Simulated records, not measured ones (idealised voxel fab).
process module | voxel plated lines
cross-section cut | 270 nm wide | cells 5 nm
A cross-section is a grid of square cells, given in bands from the top down. A band is one or more rows of cells.
Each band's line starts with the height of the band's top and of its bottom, in nm. Then come its materials from left to right, each with its width in nm. One material with "throughout" fills the band from edge to edge. "air" is empty space.
Height 0 is the level under which the wafer as received is all one material. The lowest band goes on downwards, as in "0 down".
A width such as "30 to 40" changes by the same amount from each row of cells to the next, from the band's top row to its bottom row.
"no change" after a step means that no cell of the cross-section changed.
closed voids: empty space of 8 cells or more with no open way to the top, each as width x height at its distance from the left edge, in nm
after a step's settings: what the simulator itself notes on the step
overlay nm, on a step with a mask: how far to the right of its planned place the mask lay; to the left if negative
plan
1 op RECEIVE | material Si
2 op CONFORMAL_DEP | material SiO2 | thk nm 15
3 op DIRECTIONAL_DEP | material TiN | thk nm 5
4 op PATTERN | tone open | mask id LINES | material resist | width nm 15 | pitch nm 35 | thk nm 15 | overlay nm 0
5 op EPI | material Ru | thk nm 10
6 op STRIP | etch materials resist
7 op DIRECTIONAL_ETCH | etch materials TiN | depth nm 5
8 op CONFORMAL_DEP | material SiO2 | thk nm 10
as received, after step 1
  0 down: Si throughout
  closed voids: none
first wafer at the end, as planned
  40 to 30: air 80 | SiO2 105 | air 85
  30 to 25: air 80 | SiO2 10 | Ru 15 | SiO2 20 | Ru 15 | SiO2 20 | Ru 15 | SiO2 10 | air 85
  25 to 20: SiO2 90 | Ru 15 | SiO2 20 | Ru 15 | SiO2 20 | Ru 15 | SiO2 95
  20 to 15: SiO2 90 | TiN 15 | SiO2 20 | TiN 15 | SiO2 20 | TiN 15 | SiO2 95
  15 to 0: SiO2 throughout
  0 down: Si throughout
  closed voids: none
second wafer at the end: like start, like plan, one mistake
  30 to 5: SiO2 throughout
  5 to 0: TiN throughout
  0 down: Si throughout
  closed voids: none
what went wrong: steps 2 and 3 were swapped
at the end the second wafer has, in cells: 18 fewer of Ru | 36 fewer of SiO2 | 45 more of TiN
